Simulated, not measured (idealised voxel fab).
This section sets out a process module, namely voxel quadruple lines.
Cross-sectional view cut (width: 245 nm; square cell size: 5 nm).
A cross-section in this document is a grid of square cells, and it is written down as bands, the top band listed before the ones below it; a band is made up of one or more rows of cells.
A band entry consists of two parts. The first gives the height of the band's top and the height of its bottom, in nm. The rest lists the band's materials from left to right, each with its width in nm. A single material labelled with the word "edge to edge" fills the band from edge to edge, and the word "blank" marks empty space.
Below 0: as-received wafer, all one material; heights counted from there. Lowest band: no bottom, goes on down, written "top 0, no bottom".
When a width is written as two numbers, as in "30..40", the first number is the width in the top row of cells of the band and the second is the width in its bottom row, and the width changes by the same amount from each row to the next.
The designation "stayed the same", where it is given for a processing step, indicates that no cell of the cross-section was altered in the course of that step.
Voids not open to the top, 8 cells minimum: see "Closed void entries". Written width x height at distance; distance is from the left edge; nm.
after a step's settings: what the simulator itself notes on the step
If you see "overlay nm" on a step's line and that step has a mask, it's telling you how far right of where it was planned the mask ended up; a negative number means it went left instead.

## Set out below are the planned steps of the process
1 RECEIVE (material Si)
2 CONFORMAL_DEP (material Al2O3; thk nm 5)
3 DIRECTIONAL_DEP (material TiN; thk nm 10)
4 DIRECTIONAL_DEP (material polySi; thk nm 20)
5 DIRECTIONAL_DEP (material aC; thk nm 25)
6 PATTERN (tone cover; mask id MANDREL; material resist; width nm 35; pitch nm 100; thk nm 30; overlay nm 0)
7 DIRECTIONAL_ETCH (etch materials aC; depth nm 25)
8 STRIP (etch materials resist)
9 CONFORMAL_DEP (material SiO2; thk nm 15)
10 DIRECTIONAL_ETCH (etch materials SiO2; depth nm 15)
11 STRIP (etch materials aC)
12 DIRECTIONAL_ETCH (etch materials polySi; depth nm 20)
13 STRIP (etch materials SiO2)
14 CONFORMAL_DEP (material SiCN; thk nm 10)
15 DIRECTIONAL_ETCH (etch materials SiCN; depth nm 10)
16 STRIP (etch materials polySi)
17 DIRECTIONAL_ETCH (etch materials TiN; depth nm 10)
18 STRIP (etch materials SiCN)

## First out of two wafers; run went to plan

## Cross-section, incoming material, after step 1
> top 0, no bottom | Si edge to edge
> Closed void entries: none

## Cross-section of the wafer after step 2
> top 5, bottom 0 | Al2O3 edge to edge
> Lower than 0, everything is as it was.

## Cross-section of the wafer after step 3
> top 15, bottom 5 | TiN edge to edge
> Lower than 5, everything is as it was.

## Cross-section of the wafer after step 4
> top 35, bottom 15 | polySi edge to edge
> Lower than 15, everything is as it was.

## Cross-section of the wafer after step 5
> top 60, bottom 35 | aC edge to edge
> Lower than 35, everything is as it was.

## Cross-section of the wafer after step 6
> top 90, bottom 60 | blank 55 nm; resist 35 nm; blank 65 nm; resist 35 nm; blank 55 nm
> Lower than 60, everything is as it was.

## Cross-section of the wafer after step 7
> top 65, bottom 60 | blank 55 nm; resist 35 nm; blank 65 nm; resist 35 nm; blank 55 nm
> top 60, bottom 35 | blank 55 nm; aC 35 nm; blank 65 nm; aC 35 nm; blank 55 nm
> Lower than 35, everything is as it was.

## Cross-section of the wafer after step 8
> top 60, bottom 35 | blank 55 nm; aC 35 nm; blank 65 nm; aC 35 nm; blank 55 nm
> Lower than 35, everything is as it was.

## Cross-section of the wafer after step 9
> top 75, bottom 60 | blank 40 nm; SiO2 65 nm; blank 35 nm; SiO2 65 nm; blank 40 nm
> top 60, bottom 50 | blank 40 nm; SiO2 15 nm; aC 35 nm; SiO2 15 nm; blank 35 nm; SiO2 15 nm; aC 35 nm; SiO2 15 nm; blank 40 nm
> top 50, bottom 35 | SiO2 55 nm; aC 35 nm; SiO2 65 nm; aC 35 nm; SiO2 55 nm
> Lower than 35, everything is as it was.

## Cross-section of the wafer after step 10
> top 60, bottom 35 | blank 40 nm; SiO2 15 nm; aC 35 nm; SiO2 15 nm; blank 35 nm; SiO2 15 nm; aC 35 nm; SiO2 15 nm; blank 40 nm
> Lower than 35, everything is as it was.

## Cross-section of the wafer after step 11
> top 60, bottom 35 | blank 40 nm; SiO2 15 nm; blank 35 nm; SiO2 15 nm; blank 35 nm; SiO2 15 nm; blank 35 nm; SiO2 15 nm; blank 40 nm
> Lower than 35, everything is as it was.

## Cross-section of the wafer after step 12
> top 60, bottom 35 | blank 40 nm; SiO2 15 nm; blank 35 nm; SiO2 15 nm; blank 35 nm; SiO2 15 nm; blank 35 nm; SiO2 15 nm; blank 40 nm
> top 35, bottom 15 | blank 40 nm; polySi 15 nm; blank 35 nm; polySi 15 nm; blank 35 nm; polySi 15 nm; blank 35 nm; polySi 15 nm; blank 40 nm
> Lower than 15, everything is as it was.

## Cross-section of the wafer after step 13
> top 35, bottom 15 | blank 40 nm; polySi 15 nm; blank 35 nm; polySi 15 nm; blank 35 nm; polySi 15 nm; blank 35 nm; polySi 15 nm; blank 40 nm
> Lower than 15, everything is as it was.

## Cross-section of the wafer after step 14
> top 45, bottom 35 | blank 30 nm; SiCN 35 nm; blank 15 nm; SiCN 35 nm; blank 15 nm; SiCN 35 nm; blank 15 nm; SiCN 35 nm; blank 30 nm
> top 35, bottom 25 | blank 30 nm; SiCN 10 nm; polySi 15 nm; SiCN 10 nm; blank 15 nm; SiCN 10 nm; polySi 15 nm; SiCN 10 nm; blank 15 nm; SiCN 10 nm; polySi 15 nm; SiCN 10 nm; blank 15 nm; SiCN 10 nm; polySi 15 nm; SiCN 10 nm; blank 30 nm
> top 25, bottom 15 | SiCN 40 nm; polySi 15 nm; SiCN 35 nm; polySi 15 nm; SiCN 35 nm; polySi 15 nm; SiCN 35 nm; polySi 15 nm; SiCN 40 nm
> Lower than 15, everything is as it was.

## Cross-section of the wafer after step 15
> top 35, bottom 15 | blank 30 nm; SiCN 10 nm; polySi 15 nm; SiCN 10 nm; blank 15 nm; SiCN 10 nm; polySi 15 nm; SiCN 10 nm; blank 15 nm; SiCN 10 nm; polySi 15 nm; SiCN 10 nm; blank 15 nm; SiCN 10 nm; polySi 15 nm; SiCN 10 nm; blank 30 nm
> Lower than 15, everything is as it was.

## Cross-section of the wafer after step 16
> top 35, bottom 15 | blank 30 nm; SiCN 10 nm; blank 15 nm; SiCN 10 nm; blank 15 nm; SiCN 10 nm; blank 15 nm; SiCN 10 nm; blank 15 nm; SiCN 10 nm; blank 15 nm; SiCN 10 nm; blank 15 nm; SiCN 10 nm; blank 15 nm; SiCN 10 nm; blank 30 nm
> Lower than 15, everything is as it was.

## Cross-section of the wafer after step 17
> top 35, bottom 15 | blank 30 nm; SiCN 10 nm; blank 15 nm; SiCN 10 nm; blank 15 nm; SiCN 10 nm; blank 15 nm; SiCN 10 nm; blank 15 nm; SiCN 10 nm; blank 15 nm; SiCN 10 nm; blank 15 nm; SiCN 10 nm; blank 15 nm; SiCN 10 nm; blank 30 nm
> top 15, bottom 5 | blank 30 nm; TiN 10 nm; blank 15 nm; TiN 10 nm; blank 15 nm; TiN 10 nm; blank 15 nm; TiN 10 nm; blank 15 nm; TiN 10 nm; blank 15 nm; TiN 10 nm; blank 15 nm; TiN 10 nm; blank 15 nm; TiN 10 nm; blank 30 nm
> Lower than 5, everything is as it was.

## Cross-section of the wafer after step 18
> top 15, bottom 5 | blank 30 nm; TiN 10 nm; blank 15 nm; TiN 10 nm; blank 15 nm; TiN 10 nm; blank 15 nm; TiN 10 nm; blank 15 nm; TiN 10 nm; blank 15 nm; TiN 10 nm; blank 15 nm; TiN 10 nm; blank 15 nm; TiN 10 nm; blank 30 nm
> Lower than 5, everything is as it was.

## The remaining wafer, second of the two, started like the first and was run to the same plan, except that one mistake was made along the way; the two coincide through step 1, inclusive

## Cross-section: second wafer, time at which step 2 was scheduled to end
> top 5, bottom 0 | polySi edge to edge
> Lower than 0, everything is as it was.

## Cross-section: second wafer, time at which step 3 was scheduled to end
> top 15, bottom 5 | TiN edge to edge
> Lower than 5, everything is as it was.

## Cross-section: second wafer, time at which step 4 was scheduled to end
> top 35, bottom 15 | polySi edge to edge
> Lower than 15, everything is as it was.

## Cross-section: second wafer, time at which step 5 was scheduled to end
> top 60, bottom 35 | aC edge to edge
> Lower than 35, everything is as it was.

## Cross-section: second wafer, time at which step 6 was scheduled to end
> top 90, bottom 60 | blank 55 nm; resist 35 nm; blank 65 nm; resist 35 nm; blank 55 nm
> Lower than 60, everything is as it was.

## Cross-section: second wafer, time at which step 7 was scheduled to end
> top 65, bottom 60 | blank 55 nm; resist 35 nm; blank 65 nm; resist 35 nm; blank 55 nm
> top 60, bottom 35 | blank 55 nm; aC 35 nm; blank 65 nm; aC 35 nm; blank 55 nm
> Lower than 35, everything is as it was.

## Cross-section: second wafer, time at which step 8 was scheduled to end
> top 60, bottom 35 | blank 55 nm; aC 35 nm; blank 65 nm; aC 35 nm; blank 55 nm
> Lower than 35, everything is as it was.

## Cross-section: second wafer, time at which step 9 was scheduled to end
> top 75, bottom 60 | blank 40 nm; SiO2 65 nm; blank 35 nm; SiO2 65 nm; blank 40 nm
> top 60, bottom 50 | blank 40 nm; SiO2 15 nm; aC 35 nm; SiO2 15 nm; blank 35 nm; SiO2 15 nm; aC 35 nm; SiO2 15 nm; blank 40 nm
> top 50, bottom 35 | SiO2 55 nm; aC 35 nm; SiO2 65 nm; aC 35 nm; SiO2 55 nm
> Lower than 35, everything is as it was.

## Cross-section: second wafer, time at which step 10 was scheduled to end
> top 60, bottom 35 | blank 40 nm; SiO2 15 nm; aC 35 nm; SiO2 15 nm; blank 35 nm; SiO2 15 nm; aC 35 nm; SiO2 15 nm; blank 40 nm
> Lower than 35, everything is as it was.

## Cross-section: second wafer, time at which step 11 was scheduled to end
> top 60, bottom 35 | blank 40 nm; SiO2 15 nm; blank 35 nm; SiO2 15 nm; blank 35 nm; SiO2 15 nm; blank 35 nm; SiO2 15 nm; blank 40 nm
> Lower than 35, everything is as it was.

## Cross-section: second wafer, time at which step 12 was scheduled to end
> top 60, bottom 35 | blank 40 nm; SiO2 15 nm; blank 35 nm; SiO2 15 nm; blank 35 nm; SiO2 15 nm; blank 35 nm; SiO2 15 nm; blank 40 nm
> top 35, bottom 15 | blank 40 nm; polySi 15 nm; blank 35 nm; polySi 15 nm; blank 35 nm; polySi 15 nm; blank 35 nm; polySi 15 nm; blank 40 nm
> Lower than 15, everything is as it was.

## Cross-section: second wafer, time at which step 13 was scheduled to end
> top 35, bottom 15 | blank 40 nm; polySi 15 nm; blank 35 nm; polySi 15 nm; blank 35 nm; polySi 15 nm; blank 35 nm; polySi 15 nm; blank 40 nm
> Lower than 15, everything is as it was.

## Cross-section: second wafer, time at which step 14 was scheduled to end
> top 45, bottom 35 | blank 30 nm; SiCN 35 nm; blank 15 nm; SiCN 35 nm; blank 15 nm; SiCN 35 nm; blank 15 nm; SiCN 35 nm; blank 30 nm
> top 35, bottom 25 | blank 30 nm; SiCN 10 nm; polySi 15 nm; SiCN 10 nm; blank 15 nm; SiCN 10 nm; polySi 15 nm; SiCN 10 nm; blank 15 nm; SiCN 10 nm; polySi 15 nm; SiCN 10 nm; blank 15 nm; SiCN 10 nm; polySi 15 nm; SiCN 10 nm; blank 30 nm
> top 25, bottom 15 | SiCN 40 nm; polySi 15 nm; SiCN 35 nm; polySi 15 nm; SiCN 35 nm; polySi 15 nm; SiCN 35 nm; polySi 15 nm; SiCN 40 nm
> Lower than 15, everything is as it was.

## Cross-section: second wafer, time at which step 15 was scheduled to end
> top 35, bottom 15 | blank 30 nm; SiCN 10 nm; polySi 15 nm; SiCN 10 nm; blank 15 nm; SiCN 10 nm; polySi 15 nm; SiCN 10 nm; blank 15 nm; SiCN 10 nm; polySi 15 nm; SiCN 10 nm; blank 15 nm; SiCN 10 nm; polySi 15 nm; SiCN 10 nm; blank 30 nm
> Lower than 15, everything is as it was.

## Cross-section: second wafer, time at which step 16 was scheduled to end
> top 35, bottom 15 | blank 30 nm; SiCN 10 nm; blank 15 nm; SiCN 10 nm; blank 15 nm; SiCN 10 nm; blank 15 nm; SiCN 10 nm; blank 15 nm; SiCN 10 nm; blank 15 nm; SiCN 10 nm; blank 15 nm; SiCN 10 nm; blank 15 nm; SiCN 10 nm; blank 30 nm
> Lower than 15, everything is as it was.

## Cross-section: second wafer, time at which step 17 was scheduled to end
> top 35, bottom 15 | blank 30 nm; SiCN 10 nm; blank 15 nm; SiCN 10 nm; blank 15 nm; SiCN 10 nm; blank 15 nm; SiCN 10 nm; blank 15 nm; SiCN 10 nm; blank 15 nm; SiCN 10 nm; blank 15 nm; SiCN 10 nm; blank 15 nm; SiCN 10 nm; blank 30 nm
> top 15, bottom 5 | blank 30 nm; TiN 10 nm; blank 15 nm; TiN 10 nm; blank 15 nm; TiN 10 nm; blank 15 nm; TiN 10 nm; blank 15 nm; TiN 10 nm; blank 15 nm; TiN 10 nm; blank 15 nm; TiN 10 nm; blank 15 nm; TiN 10 nm; blank 30 nm
> Lower than 5, everything is as it was.

## Cross-section: second wafer, time at which step 18 was scheduled to end
> top 15, bottom 5 | blank 30 nm; TiN 10 nm; blank 15 nm; TiN 10 nm; blank 15 nm; TiN 10 nm; blank 15 nm; TiN 10 nm; blank 15 nm; TiN 10 nm; blank 15 nm; TiN 10 nm; blank 15 nm; TiN 10 nm; blank 15 nm; TiN 10 nm; blank 30 nm
> Lower than 5, everything is as it was.
Deviation noted in wafer processing: so step 2 ended up running with a different setting than we planned, it ran as CONFORMAL_DEP (material polySi; thk nm 5)
Materials where the second wafer ends with more or fewer cells than the first: Al2O3 -49, polySi +49
